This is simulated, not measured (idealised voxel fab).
process module | voxel trench capacitor
cross-section cut | 300 nm wide | cells 5 nm
A cross-section is a grid of square cells, given in bands from the top down. A band is one or more rows of cells.
Each band's line starts with the height of the band's top and of its bottom, in nm. Then come its materials from left to right, each with its width in nm. One material with "throughout" fills the band from edge to edge. "air" is empty space.
Height 0 is the level under which the wafer as received is all one material. The lowest band goes on downwards, as in "0 down".
A width such as "30 to 40" changes by the same amount from each row of cells to the next, from the band's top row to its bottom row.
"no change" after a step means that no cell of the cross-section changed.
closed voids: empty space of 8 cells or more with no open way to the top, each as width x height at its distance from the left edge, in nm
after a step's settings: what the simulator itself notes on the step
overlay nm, on a step with a mask: how far to the right of its planned place the mask lay; to the left if negative
plan
1 op RECEIVE | material Si
2 op CONFORMAL_DEP | material SiN | thk nm 10
3 op PATTERN | tone open | mask id TRENCH | material resist | width nm 15 | pitch nm 40 | thk nm 20 | overlay nm 0
4 op DIRECTIONAL_ETCH | etch materials SiN | depth nm 10
5 op DIRECTIONAL_ETCH | etch materials Si | depth nm 25
6 op STRIP | etch materials resist
7 op CONFORMAL_DEP | material Al2O3 | thk nm 5
8 op FILL_DEP | material polySi | thk nm 5
9 op CMP | height nm 10
first wafer, as planned
as received, after step 1
  0 down: Si throughout
  closed voids: none
after step 2
  10 to 0: SiN throughout
  below 0: unchanged
after step 3
  30 to 10: resist 80 | air 15 | resist 25 | air 15 | resist 25 | air 15 | resist 25 | air 15 | resist 85
  below 10: unchanged
after step 4
  30 to 10: resist 80 | air 15 | resist 25 | air 15 | resist 25 | air 15 | resist 25 | air 15 | resist 85
  10 to 0: SiN 80 | air 15 | SiN 25 | air 15 | SiN 25 | air 15 | SiN 25 | air 15 | SiN 85
  below 0: unchanged
after step 5
  30 to 10: resist 80 | air 15 | resist 25 | air 15 | resist 25 | air 15 | resist 25 | air 15 | resist 85
  10 to 0: SiN 80 | air 15 | SiN 25 | air 15 | SiN 25 | air 15 | SiN 25 | air 15 | SiN 85
  0 to -25: Si 80 | air 15 | Si 25 | air 15 | Si 25 | air 15 | Si 25 | air 15 | Si 85
  below -25: unchanged
after step 6
  10 to 0: SiN 80 | air 15 | SiN 25 | air 15 | SiN 25 | air 15 | SiN 25 | air 15 | SiN 85
  below 0: unchanged
after step 7
  15 to 10: Al2O3 85 | air 5 | Al2O3 35 | air 5 | Al2O3 35 | air 5 | Al2O3 35 | air 5 | Al2O3 90
  10 to 0: SiN 80 | Al2O3 5 | air 5 | Al2O3 5 | SiN 25 | Al2O3 5 | air 5 | Al2O3 5 | SiN 25 | Al2O3 5 | air 5 | Al2O3 5 | SiN 25 | Al2O3 5 | air 5 | Al2O3 5 | SiN 85
  0 to -20: Si 80 | Al2O3 5 | air 5 | Al2O3 5 | Si 25 | Al2O3 5 | air 5 | Al2O3 5 | Si 25 | Al2O3 5 | air 5 | Al2O3 5 | Si 25 | Al2O3 5 | air 5 | Al2O3 5 | Si 85
  -20 to -25: Si 80 | Al2O3 15 | Si 25 | Al2O3 15 | Si 25 | Al2O3 15 | Si 25 | Al2O3 15 | Si 85
  below -25: unchanged
after step 8
  20 to 15: polySi throughout
  15 to 10: Al2O3 85 | polySi 5 | Al2O3 35 | polySi 5 | Al2O3 35 | polySi 5 | Al2O3 35 | polySi 5 | Al2O3 90
  10 to 0: SiN 80 | Al2O3 5 | polySi 5 | Al2O3 5 | SiN 25 | Al2O3 5 | polySi 5 | Al2O3 5 | SiN 25 | Al2O3 5 | polySi 5 | Al2O3 5 | SiN 25 | Al2O3 5 | polySi 5 | Al2O3 5 | SiN 85
  0 to -20: Si 80 | Al2O3 5 | polySi 5 | Al2O3 5 | Si 25 | Al2O3 5 | polySi 5 | Al2O3 5 | Si 25 | Al2O3 5 | polySi 5 | Al2O3 5 | Si 25 | Al2O3 5 | polySi 5 | Al2O3 5 | Si 85
  below -20: unchanged
after step 9
  10 to 0: SiN 80 | Al2O3 5 | polySi 5 | Al2O3 5 | SiN 25 | Al2O3 5 | polySi 5 | Al2O3 5 | SiN 25 | Al2O3 5 | polySi 5 | Al2O3 5 | SiN 25 | Al2O3 5 | polySi 5 | Al2O3 5 | SiN 85
  below 0: unchanged
second wafer: like start, like plan, one mistake. Through step 2 it matches the first wafer
when step 3 should have ended
  30 to 10: resist 70 | air 15 | resist 25 | air 15 | resist 25 | air 15 | resist 25 | air 15 | resist 95
  below 10: unchanged
when step 4 should have ended
  30 to 10: resist 70 | air 15 | resist 25 | air 15 | resist 25 | air 15 | resist 25 | air 15 | resist 95
  10 to 0: SiN 70 | air 15 | SiN 25 | air 15 | SiN 25 | air 15 | SiN 25 | air 15 | SiN 95
  below 0: unchanged
when step 5 should have ended
  30 to 10: resist 70 | air 15 | resist 25 | air 15 | resist 25 | air 15 | resist 25 | air 15 | resist 95
  10 to 0: SiN 70 | air 15 | SiN 25 | air 15 | SiN 25 | air 15 | SiN 25 | air 15 | SiN 95
  0 to -25: Si 70 | air 15 | Si 25 | air 15 | Si 25 | air 15 | Si 25 | air 15 | Si 95
  below -25: unchanged
when step 6 should have ended
  10 to 0: SiN 70 | air 15 | SiN 25 | air 15 | SiN 25 | air 15 | SiN 25 | air 15 | SiN 95
  below 0: unchanged
when step 7 should have ended
  15 to 10: Al2O3 75 | air 5 | Al2O3 35 | air 5 | Al2O3 35 | air 5 | Al2O3 35 | air 5 | Al2O3 100
  10 to 0: SiN 70 | Al2O3 5 | air 5 | Al2O3 5 | SiN 25 | Al2O3 5 | air 5 | Al2O3 5 | SiN 25 | Al2O3 5 | air 5 | Al2O3 5 | SiN 25 | Al2O3 5 | air 5 | Al2O3 5 | SiN 95
  0 to -20: Si 70 | Al2O3 5 | air 5 | Al2O3 5 | Si 25 | Al2O3 5 | air 5 | Al2O3 5 | Si 25 | Al2O3 5 | air 5 | Al2O3 5 | Si 25 | Al2O3 5 | air 5 | Al2O3 5 | Si 95
  -20 to -25: Si 70 | Al2O3 15 | Si 25 | Al2O3 15 | Si 25 | Al2O3 15 | Si 25 | Al2O3 15 | Si 95
  below -25: unchanged
when step 8 should have ended
  20 to 15: polySi throughout
  15 to 10: Al2O3 75 | polySi 5 | Al2O3 35 | polySi 5 | Al2O3 35 | polySi 5 | Al2O3 35 | polySi 5 | Al2O3 100
  10 to 0: SiN 70 | Al2O3 5 | polySi 5 | Al2O3 5 | SiN 25 | Al2O3 5 | polySi 5 | Al2O3 5 | SiN 25 | Al2O3 5 | polySi 5 | Al2O3 5 | SiN 25 | Al2O3 5 | polySi 5 | Al2O3 5 | SiN 95
  0 to -20: Si 70 | Al2O3 5 | polySi 5 | Al2O3 5 | Si 25 | Al2O3 5 | polySi 5 | Al2O3 5 | Si 25 | Al2O3 5 | polySi 5 | Al2O3 5 | Si 25 | Al2O3 5 | polySi 5 | Al2O3 5 | Si 95
  below -20: unchanged
when step 9 should have ended
  10 to 0: SiN 70 | Al2O3 5 | polySi 5 | Al2O3 5 | SiN 25 | Al2O3 5 | polySi 5 | Al2O3 5 | SiN 25 | Al2O3 5 | polySi 5 | Al2O3 5 | SiN 25 | Al2O3 5 | polySi 5 | Al2O3 5 | SiN 95
  below 0: unchanged
what went wrong: step 3 ran as: op PATTERN | tone open | mask id TRENCH | material resist | width nm 15 | pitch nm 40 | thk nm 20 | overlay nm -10
at the end the second wafer has, in cells: as many of each material as the first, in other places
